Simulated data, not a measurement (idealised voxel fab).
process module | voxel transistor to metal
Square cell edge 5 nm, section width 165 nm, ID cut.
A cross-section is written here as square cells arranged in a grid, and it is given in bands from the top down, each band taking up one or more rows of cells.
First you get the band's top height and its bottom height, in nm, and then the materials it's made of, left to right, with each width in nm. If you see a single material with "everywhere", that one covers the band edge to edge. "empty" is empty space.
Height is counted from the level 0, under which the received wafer is composed throughout of one material. The lowest of the bands is not closed at the bottom but continues downward, in the notation "0 and below".
When a width is written as two numbers, as in "30->40", the first number is the width in the top row of cells of the band and the second is the width in its bottom row, and the width changes by the same amount from each row to the next.
Where a step carries "remained the same", the cross-section came out of it unchanged, cell for cell.
"Sealed void listing": sealed empty spaces, 8 cells or more, no open way to top, listed width x height at distance, with distance from the left edge and width, height and distance in nm.
Formally, on a step line, whatever follows the settings is a remark that the simulator itself makes on the step.
When a step includes a mask, the "overlay nm" setting on its line states how far to the right of its planned place that mask lay, and negative values state how far to the left.
## This section lists the process steps that were planned
1,RECEIVE, material Si
2,OXIDIZE, depth nm 5
3,CONFORMAL_DEP, material SiN, thk nm 15
4,DIRECTIONAL_DEP, material aC, thk nm 10
5,PATTERN, tone cover, mask id ACTIVE, material resist, width nm 115, thk nm 30, overlay nm 0
6,DIRECTIONAL_ETCH, etch materials aC, depth nm 10
7,STRIP, etch materials resist
8,DIRECTIONAL_ETCH, etch materials SiN, depth nm 15
9,DIRECTIONAL_ETCH, etch materials SiO2, depth nm 5
10,DIRECTIONAL_ETCH, etch materials Si, depth nm 20
11,STRIP, etch materials aC
12,OXIDIZE, depth nm 5
13,FILL_DEP, material SiO2, thk nm 15
14,CMP, height nm 15
15,SELECTIVE_ETCH, etch materials SiO2, depth nm 10
16,STRIP, etch materials SiN
17,SELECTIVE_ETCH, etch materials SiO2, depth nm 5
18,OXIDIZE, depth nm 5
19,DIRECTIONAL_DEP, material polySi, thk nm 20
20,DIRECTIONAL_DEP, material SiCN, thk nm 15
21,MASKED_ETCH, tone cover, mask id GATE, width nm 25, etch materials SiCN, depth nm 25, overlay nm 0
22,MASKED_ETCH, tone cover, mask id GATE, width nm 25, etch materials polySi, depth nm 30, overlay nm 0
23,CONFORMAL_DEP, material SiO2, thk nm 5
24,DIRECTIONAL_ETCH, etch materials SiO2, depth nm 5
25,CONFORMAL_DEP, material SiN, thk nm 5
26,DIRECTIONAL_ETCH, etch materials SiN, depth nm 5
27,DIRECTIONAL_ETCH, etch materials SiO2, depth nm 5
28,DIRECTIONAL_ETCH, etch materials Si, depth nm 5
29,EPI, material SiGe, thk nm 10
30,FILL_DEP, material SiO2, thk nm 5
31,CMP, height nm 15
32,STRIP, etch materials polySi
33,SELECTIVE_ETCH, etch materials SiO2, depth nm 5
34,CONFORMAL_DEP, material HfO2, thk nm 5
35,CONFORMAL_DEP, material TiN, thk nm 5
36,FILL_DEP, material W, thk nm 5
37,CMP, height nm 10
38,DIRECTIONAL_DEP, material SiO2, thk nm 15
39,PATTERN, tone open, mask id CONTACT, material resist, width nm 15, pitch nm 80, thk nm 15, overlay nm 0
40,DIRECTIONAL_ETCH, etch materials SiO2, depth nm 30
41,STRIP, etch materials resist
42,CONFORMAL_DEP, material TiN, thk nm 5
43,FILL_DEP, material Ru, thk nm 5
44,CMP, height nm 25
45,DIRECTIONAL_DEP, material TiN, thk nm 5
46,DIRECTIONAL_DEP, material Ru, thk nm 15
47,MASKED_ETCH, tone cover, mask id METAL_1, width nm 15, pitch nm 80, etch materials Ru, depth nm 15, overlay nm 0
48,MASKED_ETCH, tone cover, mask id METAL_1, width nm 15, pitch nm 80, etch materials TiN, depth nm 5, overlay nm 0
49,CONFORMAL_DEP, material SiN, thk nm 5
50,FILL_DEP, material SiO2, thk nm 5
51,CMP, height nm 45
52,CONFORMAL_DEP, material SiCN, thk nm 5
53,DIRECTIONAL_DEP, material SiO2, thk nm 35
54,PATTERN, tone open, mask id METAL_2, material resist, width nm 15, pitch nm 80, thk nm 20, overlay nm 0
55,DIRECTIONAL_ETCH, etch materials SiO2, depth nm 20
56,STRIP, etch materials resist
57,PATTERN, tone open, mask id METAL_2_HOLES, material resist, width nm 15, pitch nm 80, thk nm 15, overlay nm 0
58,DIRECTIONAL_ETCH, etch materials SiO2, depth nm 15
59,DIRECTIONAL_ETCH, etch materials SiCN, depth nm 5
60,STRIP, etch materials resist
61,CONFORMAL_DEP, material TiN, thk nm 5
62,FILL_DEP, material Cu, thk nm 5
63,CMP, height nm 85
64,CONFORMAL_DEP, material SiCN, thk nm 5
## Cross-section of the wafer at receipt, which is the condition after step 1
    0 and below = Si everywhere
    Sealed void listing: none
## Post-module cross-section of the first of two wafers (run per plan)
    90 down to 85 = SiCN everywhere
    85 down to 50 = SiO2 35, then TiN 5, then Cu 5, then TiN 5, then SiO2 65, then TiN 5, then Cu 5, then TiN 5, then SiO2 35
    50 down to 45 = SiCN 35, then TiN 15, then SiCN 65, then TiN 15, then SiCN 35
    45 down to 30 = SiO2 30, then SiN 5, then Ru 15, then SiN 5, then SiO2 55, then SiN 5, then Ru 15, then SiN 5, then SiO2 30
    30 down to 25 = SiN 35, then TiN 15, then SiN 65, then TiN 15, then SiN 35
    25 down to 10 = SiO2 35, then TiN 5, then Ru 5, then TiN 5, then SiO2 65, then TiN 5, then Ru 5, then TiN 5, then SiO2 35
    10 down to 0 = SiO2 35, then TiN 5, then Ru 5, then TiN 5, then SiO2 10, then SiN 5, then HfO2 5, then TiN 5, then W 15, then TiN 5, then HfO2 5, then SiN 5, then SiO2 10, then TiN 5, then Ru 5, then TiN 5, then SiO2 35
    0 down to -5 = SiO2 25, then SiN 5, then SiO2 5, then TiN 15, then SiGe 10, then SiN 5, then HfO2 5, then TiN 25, then HfO2 5, then SiN 5, then SiGe 10, then TiN 15, then SiO2 5, then SiN 5, then SiO2 25
    -5 down to -10 = SiO2 30, then SiGe 30, then SiO2 5, then HfO2 35, then SiO2 5, then SiGe 30, then SiO2 30
    -10 down to -15 = SiO2 30, then SiGe 30, then Si 45, then SiGe 30, then SiO2 30
    -15 down to -30 = SiO2 30, then Si 105, then SiO2 30
    -30 and below = Si everywhere
    Sealed void listing: none
## Wafer two (of two), end-of-module cross-section: start = wafer one, plan = wafer one, one run mistake
    90 down to 85 = SiCN everywhere
    85 down to 50 = SiO2 everywhere
    50 down to 45 = SiCN everywhere
    45 down to 30 = SiO2 30, then SiN 5, then Ru 15, then SiN 5, then SiO2 55, then SiN 5, then Ru 15, then SiN 5, then SiO2 30
    30 down to 25 = SiN 35, then TiN 15, then SiN 65, then TiN 15, then SiN 35
    25 down to 10 = SiO2 35, then TiN 5, then Ru 5, then TiN 5, then SiO2 65, then TiN 5, then Ru 5, then TiN 5, then SiO2 35
    10 down to 0 = SiO2 35, then TiN 5, then Ru 5, then TiN 5, then SiO2 10, then SiN 5, then HfO2 5, then TiN 5, then W 15, then TiN 5, then HfO2 5, then SiN 5, then SiO2 10, then TiN 5, then Ru 5, then TiN 5, then SiO2 35
    0 down to -5 = SiO2 25, then SiN 5, then SiO2 5, then TiN 15, then SiGe 10, then SiN 5, then HfO2 5, then TiN 25, then HfO2 5, then SiN 5, then SiGe 10, then TiN 15, then SiO2 5, then SiN 5, then SiO2 25
    -5 down to -10 = SiO2 30, then SiGe 30, then SiO2 5, then HfO2 35, then SiO2 5, then SiGe 30, then SiO2 30
    -10 down to -15 = SiO2 30, then SiGe 30, then Si 45, then SiGe 30, then SiO2 30
    -15 down to -30 = SiO2 30, then Si 105, then SiO2 30
    -30 and below = Si everywhere
    Sealed void listing: none
Here's what went sideways: step 53 of the plan was twice carried out
End of process, cell counts, second wafer against first, materials with more or fewer: Cu: 14 fewer, SiCN: 6 more, SiO2: 42 more, TiN: 34 fewer
